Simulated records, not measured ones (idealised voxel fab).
A process module follows: voxel air gaps.
In the cross-section labelled cut, the width is 240 nm and each square cell is 5 nm.
We lay out every cross-section as a grid of square cells and spell it out in bands from the top down, where one band means one or more rows of cells.
This entry defines a band. It first specifies the height of the band's top and the height of its bottom in nm, and then specifies the band's materials from left to right, stating each material with its width in nm. The word "edge to edge" identifies a single material that fills the band from edge to edge, while the word "empty" identifies empty space.
Beneath 0, the wafer as received is one material, and that level is where height counting begins. The lowest band goes on downward without a bottom; it is written like "0 -> down".
A width such as "30..40" changes by the same amount from each row of cells to the next, from the band's top row to its bottom row.
Where a step carries "identical to before", the cross-section came out of it unchanged, cell for cell.
Reported under the label "Enclosed cavity list" are the empty spaces having no open way to the top and comprising 8 cells or more; the notation for each is width x height at distance, in which the distance is measured from the left edge and all three values are in nm.
Formally, on a step line, whatever follows the settings is a remark that the simulator itself makes on the step.
Each step line may optionally specify "overlay nm", which for a step with a mask gives the rightward distance between the mask's planned place and where it lay, a negative value indicating the leftward direction.

### The following list gives the planned process steps
step 1: RECEIVE,material Si
step 2: CONFORMAL_DEP,material SiO2,thk nm 10
step 3: CONFORMAL_DEP,material SiCN,thk nm 5
step 4: DIRECTIONAL_DEP,material SiO2,thk nm 40
step 5: MASKED_ETCH,tone open,mask id LINES,width nm 15,pitch nm 45,etch materials SiO2,depth nm 40,overlay nm 0
step 6: CONFORMAL_DEP,material TiN,thk nm 5
step 7: FILL_DEP,material Cu,thk nm 10
step 8: CMP,height nm 55
step 9: EPI,material Ru,thk nm 10
step 10: SELECTIVE_ETCH,etch materials SiO2,depth nm 50
step 11: CONFORMAL_DEP,material SiCN,thk nm 5
Keep in mind the plan's value for the width nm of step 5 comes from the first wafer; the wafers don't share that setting, but they do share the same starting point.

### Cross-section of the first incoming wafer of several, state after step 1
- 0 -> down  Si edge to edge
- Enclosed cavity list: none

### Per wafer (row), end of module: delta in cells per material since receipt, (+) for gained, (-) for lost; closed voids after that
width nm 15 | +28 Cu | +56 Ru | +208 SiCN | +96 SiO2 | +68 TiN | Enclosed cavity list: 20 x 30 at 65; 20 x 30 at 110; 20 x 30 at 155
width nm 20 | +56 Cu | +64 Ru | +196 SiCN | +96 SiO2 | +72 TiN | Enclosed cavity list: 15 x 30 at 70; 15 x 30 at 115; 15 x 30 at 160
width nm 25 | +84 Cu | +72 Ru | +124 SiCN | +192 SiO2 | +76 TiN | Enclosed cavity list: none
width nm 30 | +112 Cu | +74 Ru | +124 SiCN | +168 SiO2 | +80 TiN | Enclosed cavity list: none
